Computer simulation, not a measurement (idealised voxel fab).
The name of this process module is voxel self aligned contacts.
The width of the displayed cross-section, cut, is 255 nm; its cells are square, with a size of 5 nm.
Just so we're on the same page, the cross-sections are grids of square cells, and they're listed out in bands top to bottom, each band one or more rows deep.
It is stipulated that each band's entry specify, in nanometres, the height of the top of the band and then that of its bottom, followed by the materials of the band in left-to-right sequence, each together with its width in nanometres. A single material marked by the word "full width" is understood to fill the band from edge to edge; the word "empty" is understood to denote empty space.
Heights are reckoned from 0. Under this level, the received wafer is all of one material. The bottommost band is open-ended downward, for example "0 nm and below".
Read "30..40" as a graded width: first number on top, second number at the bottom, same change between each pair of neighbouring rows.
No cell of the cross-section changed in a step that is given as "no change occurred".
In "Sealed-off cavities" the enclosed voids are listed, meaning empty spaces of 8 cells or larger without any opening to the top. The form is width x height at distance, distance from the left edge, units nm.
If you see something after the settings on a step's line, that's the simulator's own remark about that step.
What "overlay nm" on a step's line means: if the step has a mask, that mask lay this far to the right of its planned place, or, when the value is negative, to the left.
# These are the steps we planned for the process
step 1: RECEIVE [material Si]
step 2: OXIDIZE [depth nm 5]
step 3: DIRECTIONAL_DEP [material polySi] [thk nm 30]
step 4: DIRECTIONAL_DEP [material SiN] [thk nm 25]
step 5: DIRECTIONAL_DEP [material aC] [thk nm 10]
step 6: PATTERN [tone cover] [mask id GATE] [material resist] [width nm 30] [pitch nm 75] [thk nm 30] [overlay nm 0]
step 7: DIRECTIONAL_ETCH [etch materials aC] [depth nm 10]
step 8: STRIP [etch materials resist]
step 9: DIRECTIONAL_ETCH [etch materials SiN] [depth nm 25]
step 10: DIRECTIONAL_ETCH [etch materials polySi] [depth nm 30]
step 11: STRIP [etch materials aC]
step 12: CONFORMAL_DEP [material SiN] [thk nm 10]
step 13: DIRECTIONAL_ETCH [etch materials SiN] [depth nm 10]
step 14: FILL_DEP [material SiO2] [thk nm 15]
step 15: CMP [height nm 60]
step 16: MASKED_ETCH [tone open] [mask id CONTACT] [width nm 55] [etch materials SiO2] [depth nm 65] [overlay nm 0]
step 17: CONFORMAL_DEP [material TiN] [thk nm 5]
step 18: FILL_DEP [material W] [thk nm 5]
step 19: CMP [height nm 60]
step 20: CONFORMAL_DEP [material SiCN] [thk nm 5]
# As-received wafer cross-section (after step 1)
	0 nm and below: Si full width
	Sealed-off cavities: none
# First of two wafers, end-of-module section, run followed plan
	65 nm to 60 nm: SiCN full width
	60 nm to 55 nm: SiO2: 100 | TiN: 20 | W: 15 | TiN: 20 | SiO2: 100
	55 nm to 30 nm: SiO2: 65 | SiN: 50 | TiN: 5 | W: 15 | TiN: 5 | SiN: 50 | SiO2: 65
	30 nm to 0 nm: SiO2: 65 | SiN: 10 | polySi: 30 | SiN: 10 | TiN: 5 | W: 15 | TiN: 5 | SiN: 10 | polySi: 30 | SiN: 10 | SiO2: 65
	0 nm to -5 nm: SiO2: 115 | TiN: 25 | SiO2: 115
	-5 nm and below: Si full width
	Sealed-off cavities: none
# Cross-section, second wafer: same start as the first, same plan as the first, one mistake in running it; taken at the end of the module
	65 nm to 60 nm: SiCN full width
	60 nm to 35 nm: SiO2: 65 | SiN: 10 | polySi: 30 | SiN: 10 | TiN: 5 | W: 15 | TiN: 5 | SiN: 10 | polySi: 30 | SiN: 10 | SiO2: 65
	35 nm to 30 nm: SiO2: 65 | SiN: 10 | polySi: 30 | SiN: 10 | TiN: 25 | SiN: 10 | polySi: 30 | SiN: 10 | SiO2: 65
	30 nm to 0 nm: polySi full width
	0 nm to -5 nm: SiO2 full width
	-5 nm and below: Si full width
	Sealed-off cavities: none
what went wrong: yeah, plan step 3 got run twice
Wafer comparison, final, in cells, second relative to first, materials more or fewer: SiN: 100 fewer, SiO2: 165 fewer, TiN: 20 fewer, W: 21 fewer, polySi: 306 more
